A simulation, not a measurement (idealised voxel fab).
process module | voxel wiring stack
Each square cell in cross-section cut measures 5 nm, and the section as a whole is 255 nm wide.
How to read a cross-section here: the picture is a grid of square cells, written as bands going from the top down, and any band can span one or more rows of cells. Each band's line starts with the height of the band's top and of its bottom, in nm. Then come its materials from left to right, each with its width in nm. One material with "everywhere" fills the band from edge to edge. "blank" is empty space. Heights are measured from 0, the level below which the as-received wafer is all one material; the lowest band has no bottom and continues downward, written as in "0..down". A width such as "30..40" changes by the same amount from each row of cells to the next, from the band's top row to its bottom row. "changes: none" (step): cross-section cells unchanged, all of them. "Enclosed cavities" - sealed voids, min. 8 cells, no opening to top; format: width x height at distance (distance from left edge; nm throughout). Formally, on a step line, whatever follows the settings is a remark that the simulator itself makes on the step. "overlay nm" denotes, for a step that has a mask, the displacement of the mask to the right of its planned place, with negative values corresponding to the left.

## Intended process steps
1. RECEIVE (material Si)
2. CONFORMAL_DEP (material SiO2; thk nm 15)
3. CONFORMAL_DEP (material SiN; thk nm 5)
4. DIRECTIONAL_DEP (material SiO2; thk nm 15)
5. DIRECTIONAL_DEP (material aC; thk nm 15)
6. PATTERN (tone open; mask id METAL_1; material resist; width nm 20; pitch nm 35; thk nm 35; overlay nm 0)
7. DIRECTIONAL_ETCH (etch materials aC; depth nm 15)
8. STRIP (etch materials resist)
9. DIRECTIONAL_ETCH (etch materials SiO2; depth nm 15)
10. DIRECTIONAL_ETCH (etch materials SiN; depth nm 5)
11. STRIP (etch materials aC)
12. CONFORMAL_DEP (material TiN; thk nm 5)
13. FILL_DEP (material W; thk nm 10)
14. CMP (height nm 35)
15. CONFORMAL_DEP (material SiCN; thk nm 5)
16. DIRECTIONAL_DEP (material SiO2; thk nm 15)
17. PATTERN (tone open; mask id PLUG_1; material resist; width nm 15; pitch nm 70; thk nm 20; overlay nm 0)
18. DIRECTIONAL_ETCH (etch materials SiO2; depth nm 15)
19. DIRECTIONAL_ETCH (etch materials SiCN; depth nm 5)
20. STRIP (etch materials resist)
21. CONFORMAL_DEP (material TiN; thk nm 5)
22. FILL_DEP (material Ru; thk nm 10)
23. CMP (height nm 55)
24. DIRECTIONAL_DEP (material TiN; thk nm 5)
25. DIRECTIONAL_DEP (material Ru; thk nm 15)
26. MASKED_ETCH (tone cover; mask id METAL_2; width nm 20; pitch nm 35; etch materials Ru; depth nm 15; overlay nm 0)
27. MASKED_ETCH (tone cover; mask id METAL_2; width nm 20; pitch nm 35; etch materials TiN; depth nm 5; overlay nm 0)
28. FILL_DEP (material SiO2; thk nm 5)
29. CMP (height nm 75)
30. CONFORMAL_DEP (material SiCN; thk nm 5)
31. DIRECTIONAL_DEP (material SiO2; thk nm 30)
32. DIRECTIONAL_DEP (material aC; thk nm 10)
33. PATTERN (tone open; mask id METAL_3; material resist; width nm 20; pitch nm 35; thk nm 30; overlay nm 0)
34. DIRECTIONAL_ETCH (etch materials aC; depth nm 10)
35. STRIP (etch materials resist)
36. DIRECTIONAL_ETCH (etch materials SiO2; depth nm 20)
37. STRIP (etch materials aC)
38. PATTERN (tone open; mask id METAL_3_HOLES; material resist; width nm 15; pitch nm 70; thk nm 20; overlay nm 0)
39. DIRECTIONAL_ETCH (etch materials SiO2; depth nm 10)
40. DIRECTIONAL_ETCH (etch materials SiCN; depth nm 5)
41. STRIP (etch materials resist)
42. CONFORMAL_DEP (material TiN; thk nm 5)
43. FILL_DEP (material Cu; thk nm 5)
44. CMP (height nm 110)
45. CONFORMAL_DEP (material SiN; thk nm 5)

## Below: the first of two wafers, run as planned

## as received, after step 1
	0..down = Si everywhere
	Enclosed cavities: none

## Cross-section: wafer state after step 2
	15..0 = SiO2 everywhere
	Rest of section, below 0: as before.

## Cross-section: wafer state after step 3
	20..15 = SiN everywhere
	Rest of section, below 15: as before.

## Cross-section: wafer state after step 4
	35..20 = SiO2 everywhere
	Rest of section, below 20: as before.

## Cross-section: wafer state after step 5
	50..35 = aC everywhere
	Rest of section, below 35: as before.

## Cross-section: wafer state after step 6
	85..50 = 65 resist | 20 blank | 15 resist | 20 blank | 15 resist | 20 blank | 15 resist | 20 blank | 65 resist
	Rest of section, below 50: as before.

## Cross-section: wafer state after step 7
	70..50 = 65 resist | 20 blank | 15 resist | 20 blank | 15 resist | 20 blank | 15 resist | 20 blank | 65 resist
	50..35 = 65 aC | 20 blank | 15 aC | 20 blank | 15 aC | 20 blank | 15 aC | 20 blank | 65 aC
	Rest of section, below 35: as before.

## Cross-section: wafer state after step 8
	50..35 = 65 aC | 20 blank | 15 aC | 20 blank | 15 aC | 20 blank | 15 aC | 20 blank | 65 aC
	Rest of section, below 35: as before.

## Cross-section: wafer state after step 9
	50..35 = 65 aC | 20 blank | 15 aC | 20 blank | 15 aC | 20 blank | 15 aC | 20 blank | 65 aC
	35..20 = 65 SiO2 | 20 blank | 15 SiO2 | 20 blank | 15 SiO2 | 20 blank | 15 SiO2 | 20 blank | 65 SiO2
	Rest of section, below 20: as before.

## Cross-section: wafer state after step 10
	50..35 = 65 aC | 20 blank | 15 aC | 20 blank | 15 aC | 20 blank | 15 aC | 20 blank | 65 aC
	35..20 = 65 SiO2 | 20 blank | 15 SiO2 | 20 blank | 15 SiO2 | 20 blank | 15 SiO2 | 20 blank | 65 SiO2
	20..15 = 65 SiN | 20 blank | 15 SiN | 20 blank | 15 SiN | 20 blank | 15 SiN | 20 blank | 65 SiN
	Rest of section, below 15: as before.

## Cross-section: wafer state after step 11
	35..20 = 65 SiO2 | 20 blank | 15 SiO2 | 20 blank | 15 SiO2 | 20 blank | 15 SiO2 | 20 blank | 65 SiO2
	Rest of section, below 20: as before.

## Cross-section: wafer state after step 12
	40..35 = 70 TiN | 10 blank | 25 TiN | 10 blank | 25 TiN | 10 blank | 25 TiN | 10 blank | 70 TiN
	35..20 = 65 SiO2 | 5 TiN | 10 blank | 5 TiN | 15 SiO2 | 5 TiN | 10 blank | 5 TiN | 15 SiO2 | 5 TiN | 10 blank | 5 TiN | 15 SiO2 | 5 TiN | 10 blank | 5 TiN | 65 SiO2
	20..15 = 65 SiN | 20 TiN | 15 SiN | 20 TiN | 15 SiN | 20 TiN | 15 SiN | 20 TiN | 65 SiN
	Rest of section, below 15: as before.

## Cross-section: wafer state after step 13
	50..40 = W everywhere
	40..35 = 70 TiN | 10 W | 25 TiN | 10 W | 25 TiN | 10 W | 25 TiN | 10 W | 70 TiN
	35..20 = 65 SiO2 | 5 TiN | 10 W | 5 TiN | 15 SiO2 | 5 TiN | 10 W | 5 TiN | 15 SiO2 | 5 TiN | 10 W | 5 TiN | 15 SiO2 | 5 TiN | 10 W | 5 TiN | 65 SiO2
	Rest of section, below 20: as before.

## Cross-section: wafer state after step 14
	35..20 = 65 SiO2 | 5 TiN | 10 W | 5 TiN | 15 SiO2 | 5 TiN | 10 W | 5 TiN | 15 SiO2 | 5 TiN | 10 W | 5 TiN | 15 SiO2 | 5 TiN | 10 W | 5 TiN | 65 SiO2
	Rest of section, below 20: as before.

## Cross-section: wafer state after step 15
	40..35 = SiCN everywhere
	Rest of section, below 35: as before.

## Cross-section: wafer state after step 16
	55..40 = SiO2 everywhere
	Rest of section, below 40: as before.

## Cross-section: wafer state after step 17
	75..55 = 65 resist | 15 blank | 55 resist | 15 blank | 105 resist
	Rest of section, below 55: as before.

## Cross-section: wafer state after step 18
	75..55 = 65 resist | 15 blank | 55 resist | 15 blank | 105 resist
	55..40 = 65 SiO2 | 15 blank | 55 SiO2 | 15 blank | 105 SiO2
	Rest of section, below 40: as before.

## Cross-section: wafer state after step 19
	75..55 = 65 resist | 15 blank | 55 resist | 15 blank | 105 resist
	55..40 = 65 SiO2 | 15 blank | 55 SiO2 | 15 blank | 105 SiO2
	40..35 = 65 SiCN | 15 blank | 55 SiCN | 15 blank | 105 SiCN
	Rest of section, below 35: as before.

## Cross-section: wafer state after step 20
	55..40 = 65 SiO2 | 15 blank | 55 SiO2 | 15 blank | 105 SiO2
	Rest of section, below 40: as before.

## Cross-section: wafer state after step 21
	60..55 = 70 TiN | 5 blank | 65 TiN | 5 blank | 110 TiN
	55..40 = 65 SiO2 | 5 TiN | 5 blank | 5 TiN | 55 SiO2 | 5 TiN | 5 blank | 5 TiN | 105 SiO2
	40..35 = 65 SiCN | 15 TiN | 55 SiCN | 15 TiN | 105 SiCN
	Rest of section, below 35: as before.

## Cross-section: wafer state after step 22
	70..60 = Ru everywhere
	60..55 = 70 TiN | 5 Ru | 65 TiN | 5 Ru | 110 TiN
	55..40 = 65 SiO2 | 5 TiN | 5 Ru | 5 TiN | 55 SiO2 | 5 TiN | 5 Ru | 5 TiN | 105 SiO2
	Rest of section, below 40: as before.

## Cross-section: wafer state after step 23
	55..40 = 65 SiO2 | 5 TiN | 5 Ru | 5 TiN | 55 SiO2 | 5 TiN | 5 Ru | 5 TiN | 105 SiO2
	Rest of section, below 40: as before.

## Cross-section: wafer state after step 24
	60..55 = TiN everywhere
	Rest of section, below 55: as before.

## Cross-section: wafer state after step 25
	75..60 = Ru everywhere
	Rest of section, below 60: as before.

## Cross-section: wafer state after step 26
	75..60 = 65 blank | 20 Ru | 15 blank | 20 Ru | 15 blank | 20 Ru | 15 blank | 20 Ru | 65 blank
	Rest of section, below 60: as before.

## Cross-section: wafer state after step 27
	75..60 = 65 blank | 20 Ru | 15 blank | 20 Ru | 15 blank | 20 Ru | 15 blank | 20 Ru | 65 blank
	60..55 = 65 blank | 20 TiN | 15 blank | 20 TiN | 15 blank | 20 TiN | 15 blank | 20 TiN | 65 blank
	Rest of section, below 55: as before.

## Cross-section: wafer state after step 28
	80..75 = SiO2 everywhere
	75..60 = 65 SiO2 | 20 Ru | 15 SiO2 | 20 Ru | 15 SiO2 | 20 Ru | 15 SiO2 | 20 Ru | 65 SiO2
	60..55 = 65 SiO2 | 20 TiN | 15 SiO2 | 20 TiN | 15 SiO2 | 20 TiN | 15 SiO2 | 20 TiN | 65 SiO2
	Rest of section, below 55: as before.

## Cross-section: wafer state after step 29
	75..60 = 65 SiO2 | 20 Ru | 15 SiO2 | 20 Ru | 15 SiO2 | 20 Ru | 15 SiO2 | 20 Ru | 65 SiO2
	Rest of section, below 60: as before.

## Cross-section: wafer state after step 30
	80..75 = SiCN everywhere
	Rest of section, below 75: as before.

## Cross-section: wafer state after step 31
	110..80 = SiO2 everywhere
	Rest of section, below 80: as before.

## Cross-section: wafer state after step 32
	120..110 = aC everywhere
	Rest of section, below 110: as before.

## Cross-section: wafer state after step 33
	150..120 = 65 resist | 20 blank | 15 resist | 20 blank | 15 resist | 20 blank | 15 resist | 20 blank | 65 resist
	Rest of section, below 120: as before.

## Cross-section: wafer state after step 34
	140..120 = 65 resist | 20 blank | 15 resist | 20 blank | 15 resist | 20 blank | 15 resist | 20 blank | 65 resist
	120..110 = 65 aC | 20 blank | 15 aC | 20 blank | 15 aC | 20 blank | 15 aC | 20 blank | 65 aC
	Rest of section, below 110: as before.

## Cross-section: wafer state after step 35
	120..110 = 65 aC | 20 blank | 15 aC | 20 blank | 15 aC | 20 blank | 15 aC | 20 blank | 65 aC
	Rest of section, below 110: as before.

## Cross-section: wafer state after step 36
	120..110 = 65 aC | 20 blank | 15 aC | 20 blank | 15 aC | 20 blank | 15 aC | 20 blank | 65 aC
	110..90 = 65 SiO2 | 20 blank | 15 SiO2 | 20 blank | 15 SiO2 | 20 blank | 15 SiO2 | 20 blank | 65 SiO2
	Rest of section, below 90: as before.

## Cross-section: wafer state after step 37
	110..90 = 65 SiO2 | 20 blank | 15 SiO2 | 20 blank | 15 SiO2 | 20 blank | 15 SiO2 | 20 blank | 65 SiO2
	Rest of section, below 90: as before.

## Cross-section: wafer state after step 38
	130..110 = 65 resist | 15 blank | 55 resist | 15 blank | 105 resist
	110..90 = 65 SiO2 | 15 blank | 5 resist | 15 SiO2 | 20 resist | 15 SiO2 | 15 blank | 5 resist | 15 SiO2 | 20 resist | 65 SiO2
	Rest of section, below 90: as before.

## Cross-section: wafer state after step 39
	130..110 = 65 resist | 15 blank | 55 resist | 15 blank | 105 resist
	110..90 = 65 SiO2 | 15 blank | 5 resist | 15 SiO2 | 20 resist | 15 SiO2 | 15 blank | 5 resist | 15 SiO2 | 20 resist | 65 SiO2
	90..80 = 65 SiO2 | 15 blank | 55 SiO2 | 15 blank | 105 SiO2
	Rest of section, below 80: as before.

## Cross-section: wafer state after step 40
	130..110 = 65 resist | 15 blank | 55 resist | 15 blank | 105 resist
	110..90 = 65 SiO2 | 15 blank | 5 resist | 15 SiO2 | 20 resist | 15 SiO2 | 15 blank | 5 resist | 15 SiO2 | 20 resist | 65 SiO2
	90..80 = 65 SiO2 | 15 blank | 55 SiO2 | 15 blank | 105 SiO2
	80..75 = 65 SiCN | 15 blank | 55 SiCN | 15 blank | 105 SiCN
	Rest of section, below 75: as before.

## Cross-section: wafer state after step 41
	110..90 = 65 SiO2 | 20 blank | 15 SiO2 | 20 blank | 15 SiO2 | 20 blank | 15 SiO2 | 20 blank | 65 SiO2
	Rest of section, below 90: as before.

## Cross-section: wafer state after step 42
	115..110 = 70 TiN | 10 blank | 25 TiN | 10 blank | 25 TiN | 10 blank | 25 TiN | 10 blank | 70 TiN
	110..95 = 65 SiO2 | 5 TiN | 10 blank | 5 TiN | 15 SiO2 | 5 TiN | 10 blank | 5 TiN | 15 SiO2 | 5 TiN | 10 blank | 5 TiN | 15 SiO2 | 5 TiN | 10 blank | 5 TiN | 65 SiO2
	95..90 = 65 SiO2 | 5 TiN | 5 blank | 10 TiN | 15 SiO2 | 20 TiN | 15 SiO2 | 5 TiN | 5 blank | 10 TiN | 15 SiO2 | 20 TiN | 65 SiO2
	90..80 = 65 SiO2 | 5 TiN | 5 blank | 5 TiN | 55 SiO2 | 5 TiN | 5 blank | 5 TiN | 105 SiO2
	80..75 = 65 SiCN | 15 TiN | 55 SiCN | 15 TiN | 105 SiCN
	Rest of section, below 75: as before.

## Cross-section: wafer state after step 43
	120..115 = Cu everywhere
	115..110 = 70 TiN | 10 Cu | 25 TiN | 10 Cu | 25 TiN | 10 Cu | 25 TiN | 10 Cu | 70 TiN
	110..95 = 65 SiO2 | 5 TiN | 10 Cu | 5 TiN | 15 SiO2 | 5 TiN | 10 Cu | 5 TiN | 15 SiO2 | 5 TiN | 10 Cu | 5 TiN | 15 SiO2 | 5 TiN | 10 Cu | 5 TiN | 65 SiO2
	95..90 = 65 SiO2 | 5 TiN | 5 Cu | 10 TiN | 15 SiO2 | 20 TiN | 15 SiO2 | 5 TiN | 5 Cu | 10 TiN | 15 SiO2 | 20 TiN | 65 SiO2
	90..80 = 65 SiO2 | 5 TiN | 5 Cu | 5 TiN | 55 SiO2 | 5 TiN | 5 Cu | 5 TiN | 105 SiO2
	Rest of section, below 80: as before.

## Cross-section: wafer state after step 44
	110..95 = 65 SiO2 | 5 TiN | 10 Cu | 5 TiN | 15 SiO2 | 5 TiN | 10 Cu | 5 TiN | 15 SiO2 | 5 TiN | 10 Cu | 5 TiN | 15 SiO2 | 5 TiN | 10 Cu | 5 TiN | 65 SiO2
	Rest of section, below 95: as before.

## Cross-section: wafer state after step 45
	115..110 = SiN everywhere
	Rest of section, below 110: as before.

## Second Wafer (Identical Start and Plan, One Processing Error; Matches First Wafer Through Step 1)

## Second wafer, cross-section, planned end of step 2
	10..0 = SiO2 everywhere
	Rest of section, below 0: as before.

## Second wafer, cross-section, planned end of step 3
	15..10 = SiN everywhere
	Rest of section, below 10: as before.

## Second wafer, cross-section, planned end of step 4
	30..15 = SiO2 everywhere
	Rest of section, below 15: as before.

## Second wafer, cross-section, planned end of step 5
	45..30 = aC everywhere
	Rest of section, below 30: as before.

## Second wafer, cross-section, planned end of step 6
	80..45 = 65 resist | 20 blank | 15 resist | 20 blank | 15 resist | 20 blank | 15 resist | 20 blank | 65 resist
	Rest of section, below 45: as before.

## Second wafer, cross-section, planned end of step 7
	65..45 = 65 resist | 20 blank | 15 resist | 20 blank | 15 resist | 20 blank | 15 resist | 20 blank | 65 resist
	45..30 = 65 aC | 20 blank | 15 aC | 20 blank | 15 aC | 20 blank | 15 aC | 20 blank | 65 aC
	Rest of section, below 30: as before.

## Second wafer, cross-section, planned end of step 8
	45..30 = 65 aC | 20 blank | 15 aC | 20 blank | 15 aC | 20 blank | 15 aC | 20 blank | 65 aC
	Rest of section, below 30: as before.

## Second wafer, cross-section, planned end of step 9
	45..30 = 65 aC | 20 blank | 15 aC | 20 blank | 15 aC | 20 blank | 15 aC | 20 blank | 65 aC
	30..15 = 65 SiO2 | 20 blank | 15 SiO2 | 20 blank | 15 SiO2 | 20 blank | 15 SiO2 | 20 blank | 65 SiO2
	Rest of section, below 15: as before.

## Second wafer, cross-section, planned end of step 10
	45..30 = 65 aC | 20 blank | 15 aC | 20 blank | 15 aC | 20 blank | 15 aC | 20 blank | 65 aC
	30..15 = 65 SiO2 | 20 blank | 15 SiO2 | 20 blank | 15 SiO2 | 20 blank | 15 SiO2 | 20 blank | 65 SiO2
	15..10 = 65 SiN | 20 blank | 15 SiN | 20 blank | 15 SiN | 20 blank | 15 SiN | 20 blank | 65 SiN
	Rest of section, below 10: as before.

## Second wafer, cross-section, planned end of step 11
	30..15 = 65 SiO2 | 20 blank | 15 SiO2 | 20 blank | 15 SiO2 | 20 blank | 15 SiO2 | 20 blank | 65 SiO2
	Rest of section, below 15: as before.

## Second wafer, cross-section, planned end of step 12
	35..30 = 70 TiN | 10 blank | 25 TiN | 10 blank | 25 TiN | 10 blank | 25 TiN | 10 blank | 70 TiN
	30..15 = 65 SiO2 | 5 TiN | 10 blank | 5 TiN | 15 SiO2 | 5 TiN | 10 blank | 5 TiN | 15 SiO2 | 5 TiN | 10 blank | 5 TiN | 15 SiO2 | 5 TiN | 10 blank | 5 TiN | 65 SiO2
	15..10 = 65 SiN | 20 TiN | 15 SiN | 20 TiN | 15 SiN | 20 TiN | 15 SiN | 20 TiN | 65 SiN
	Rest of section, below 10: as before.

## Second wafer, cross-section, planned end of step 13
	45..35 = W everywhere
	35..30 = 70 TiN | 10 W | 25 TiN | 10 W | 25 TiN | 10 W | 25 TiN | 10 W | 70 TiN
	30..15 = 65 SiO2 | 5 TiN | 10 W | 5 TiN | 15 SiO2 | 5 TiN | 10 W | 5 TiN | 15 SiO2 | 5 TiN | 10 W | 5 TiN | 15 SiO2 | 5 TiN | 10 W | 5 TiN | 65 SiO2
	Rest of section, below 15: as before.

## Second wafer, cross-section, planned end of step 14
	35..30 = 70 TiN | 10 W | 25 TiN | 10 W | 25 TiN | 10 W | 25 TiN | 10 W | 70 TiN
	Rest of section, below 30: as before.

## Second wafer, cross-section, planned end of step 15
	40..35 = SiCN everywhere
	Rest of section, below 35: as before.

## Second wafer, cross-section, planned end of step 16
	55..40 = SiO2 everywhere
	Rest of section, below 40: as before.

## Second wafer, cross-section, planned end of step 17
	75..55 = 65 resist | 15 blank | 55 resist | 15 blank | 105 resist
	Rest of section, below 55: as before.

## Second wafer, cross-section, planned end of step 18
	75..55 = 65 resist | 15 blank | 55 resist | 15 blank | 105 resist
	55..40 = 65 SiO2 | 15 blank | 55 SiO2 | 15 blank | 105 SiO2
	Rest of section, below 40: as before.

## Second wafer, cross-section, planned end of step 19
	75..55 = 65 resist | 15 blank | 55 resist | 15 blank | 105 resist
	55..40 = 65 SiO2 | 15 blank | 55 SiO2 | 15 blank | 105 SiO2
	40..35 = 65 SiCN | 15 blank | 55 SiCN | 15 blank | 105 SiCN
	Rest of section, below 35: as before.

## Second wafer, cross-section, planned end of step 20
	55..40 = 65 SiO2 | 15 blank | 55 SiO2 | 15 blank | 105 SiO2
	Rest of section, below 40: as before.

## Second wafer, cross-section, planned end of step 21
	60..55 = 70 TiN | 5 blank | 65 TiN | 5 blank | 110 TiN
	55..40 = 65 SiO2 | 5 TiN | 5 blank | 5 TiN | 55 SiO2 | 5 TiN | 5 blank | 5 TiN | 105 SiO2
	40..35 = 65 SiCN | 15 TiN | 55 SiCN | 15 TiN | 105 SiCN
	Rest of section, below 35: as before.

## Second wafer, cross-section, planned end of step 22
	70..60 = Ru everywhere
	60..55 = 70 TiN | 5 Ru | 65 TiN | 5 Ru | 110 TiN
	55..40 = 65 SiO2 | 5 TiN | 5 Ru | 5 TiN | 55 SiO2 | 5 TiN | 5 Ru | 5 TiN | 105 SiO2
	Rest of section, below 40: as before.

## Second wafer, cross-section, planned end of step 23
	55..40 = 65 SiO2 | 5 TiN | 5 Ru | 5 TiN | 55 SiO2 | 5 TiN | 5 Ru | 5 TiN | 105 SiO2
	Rest of section, below 40: as before.

## Second wafer, cross-section, planned end of step 24
	60..55 = TiN everywhere
	Rest of section, below 55: as before.

## Second wafer, cross-section, planned end of step 25
	75..60 = Ru everywhere
	Rest of section, below 60: as before.

## Second wafer, cross-section, planned end of step 26
	75..60 = 65 blank | 20 Ru | 15 blank | 20 Ru | 15 blank | 20 Ru | 15 blank | 20 Ru | 65 blank
	Rest of section, below 60: as before.

## Second wafer, cross-section, planned end of step 27
	75..60 = 65 blank | 20 Ru | 15 blank | 20 Ru | 15 blank | 20 Ru | 15 blank | 20 Ru | 65 blank
	60..55 = 65 blank | 20 TiN | 15 blank | 20 TiN | 15 blank | 20 TiN | 15 blank | 20 TiN | 65 blank
	Rest of section, below 55: as before.

## Second wafer, cross-section, planned end of step 28
	80..75 = SiO2 everywhere
	75..60 = 65 SiO2 | 20 Ru | 15 SiO2 | 20 Ru | 15 SiO2 | 20 Ru | 15 SiO2 | 20 Ru | 65 SiO2
	60..55 = 65 SiO2 | 20 TiN | 15 SiO2 | 20 TiN | 15 SiO2 | 20 TiN | 15 SiO2 | 20 TiN | 65 SiO2
	Rest of section, below 55: as before.

## Second wafer, cross-section, planned end of step 29
	75..60 = 65 SiO2 | 20 Ru | 15 SiO2 | 20 Ru | 15 SiO2 | 20 Ru | 15 SiO2 | 20 Ru | 65 SiO2
	Rest of section, below 60: as before.

## Second wafer, cross-section, planned end of step 30
	80..75 = SiCN everywhere
	Rest of section, below 75: as before.

## Second wafer, cross-section, planned end of step 31
	110..80 = SiO2 everywhere
	Rest of section, below 80: as before.

## Second wafer, cross-section, planned end of step 32
	120..110 = aC everywhere
	Rest of section, below 110: as before.

## Second wafer, cross-section, planned end of step 33
	150..120 = 65 resist | 20 blank | 15 resist | 20 blank | 15 resist | 20 blank | 15 resist | 20 blank | 65 resist
	Rest of section, below 120: as before.

## Second wafer, cross-section, planned end of step 34
	140..120 = 65 resist | 20 blank | 15 resist | 20 blank | 15 resist | 20 blank | 15 resist | 20 blank | 65 resist
	120..110 = 65 aC | 20 blank | 15 aC | 20 blank | 15 aC | 20 blank | 15 aC | 20 blank | 65 aC
	Rest of section, below 110: as before.

## Second wafer, cross-section, planned end of step 35
	120..110 = 65 aC | 20 blank | 15 aC | 20 blank | 15 aC | 20 blank | 15 aC | 20 blank | 65 aC
	Rest of section, below 110: as before.

## Second wafer, cross-section, planned end of step 36
	120..110 = 65 aC | 20 blank | 15 aC | 20 blank | 15 aC | 20 blank | 15 aC | 20 blank | 65 aC
	110..90 = 65 SiO2 | 20 blank | 15 SiO2 | 20 blank | 15 SiO2 | 20 blank | 15 SiO2 | 20 blank | 65 SiO2
	Rest of section, below 90: as before.

## Second wafer, cross-section, planned end of step 37
	110..90 = 65 SiO2 | 20 blank | 15 SiO2 | 20 blank | 15 SiO2 | 20 blank | 15 SiO2 | 20 blank | 65 SiO2
	Rest of section, below 90: as before.

## Second wafer, cross-section, planned end of step 38
	130..110 = 65 resist | 15 blank | 55 resist | 15 blank | 105 resist
	110..90 = 65 SiO2 | 15 blank | 5 resist | 15 SiO2 | 20 resist | 15 SiO2 | 15 blank | 5 resist | 15 SiO2 | 20 resist | 65 SiO2
	Rest of section, below 90: as before.

## Second wafer, cross-section, planned end of step 39
	130..110 = 65 resist | 15 blank | 55 resist | 15 blank | 105 resist
	110..90 = 65 SiO2 | 15 blank | 5 resist | 15 SiO2 | 20 resist | 15 SiO2 | 15 blank | 5 resist | 15 SiO2 | 20 resist | 65 SiO2
	90..80 = 65 SiO2 | 15 blank | 55 SiO2 | 15 blank | 105 SiO2
	Rest of section, below 80: as before.

## Second wafer, cross-section, planned end of step 40
	130..110 = 65 resist | 15 blank | 55 resist | 15 blank | 105 resist
	110..90 = 65 SiO2 | 15 blank | 5 resist | 15 SiO2 | 20 resist | 15 SiO2 | 15 blank | 5 resist | 15 SiO2 | 20 resist | 65 SiO2
	90..80 = 65 SiO2 | 15 blank | 55 SiO2 | 15 blank | 105 SiO2
	80..75 = 65 SiCN | 15 blank | 55 SiCN | 15 blank | 105 SiCN
	Rest of section, below 75: as before.

## Second wafer, cross-section, planned end of step 41
	110..90 = 65 SiO2 | 20 blank | 15 SiO2 | 20 blank | 15 SiO2 | 20 blank | 15 SiO2 | 20 blank | 65 SiO2
	Rest of section, below 90: as before.

## Second wafer, cross-section, planned end of step 42
	115..110 = 70 TiN | 10 blank | 25 TiN | 10 blank | 25 TiN | 10 blank | 25 TiN | 10 blank | 70 TiN
	110..95 = 65 SiO2 | 5 TiN | 10 blank | 5 TiN | 15 SiO2 | 5 TiN | 10 blank | 5 TiN | 15 SiO2 | 5 TiN | 10 blank | 5 TiN | 15 SiO2 | 5 TiN | 10 blank | 5 TiN | 65 SiO2
	95..90 = 65 SiO2 | 5 TiN | 5 blank | 10 TiN | 15 SiO2 | 20 TiN | 15 SiO2 | 5 TiN | 5 blank | 10 TiN | 15 SiO2 | 20 TiN | 65 SiO2
	90..80 = 65 SiO2 | 5 TiN | 5 blank | 5 TiN | 55 SiO2 | 5 TiN | 5 blank | 5 TiN | 105 SiO2
	80..75 = 65 SiCN | 15 TiN | 55 SiCN | 15 TiN | 105 SiCN
	Rest of section, below 75: as before.

## Second wafer, cross-section, planned end of step 43
	120..115 = Cu everywhere
	115..110 = 70 TiN | 10 Cu | 25 TiN | 10 Cu | 25 TiN | 10 Cu | 25 TiN | 10 Cu | 70 TiN
	110..95 = 65 SiO2 | 5 TiN | 10 Cu | 5 TiN | 15 SiO2 | 5 TiN | 10 Cu | 5 TiN | 15 SiO2 | 5 TiN | 10 Cu | 5 TiN | 15 SiO2 | 5 TiN | 10 Cu | 5 TiN | 65 SiO2
	95..90 = 65 SiO2 | 5 TiN | 5 Cu | 10 TiN | 15 SiO2 | 20 TiN | 15 SiO2 | 5 TiN | 5 Cu | 10 TiN | 15 SiO2 | 20 TiN | 65 SiO2
	90..80 = 65 SiO2 | 5 TiN | 5 Cu | 5 TiN | 55 SiO2 | 5 TiN | 5 Cu | 5 TiN | 105 SiO2
	Rest of section, below 80: as before.

## Second wafer, cross-section, planned end of step 44
	110..95 = 65 SiO2 | 5 TiN | 10 Cu | 5 TiN | 15 SiO2 | 5 TiN | 10 Cu | 5 TiN | 15 SiO2 | 5 TiN | 10 Cu | 5 TiN | 15 SiO2 | 5 TiN | 10 Cu | 5 TiN | 65 SiO2
	Rest of section, below 95: as before.

## Second wafer, cross-section, planned end of step 45
	115..110 = SiN everywhere
	Rest of section, below 110: as before.
Run error: step 2 changed vs plan, executed as CONFORMAL_DEP (material SiO2; thk nm 10)
In the final state, the cell counts of the second wafer exceed or fall short of those of the first for the following materials: 51 fewer of SiO2 | 43 more of TiN | 8 more of W
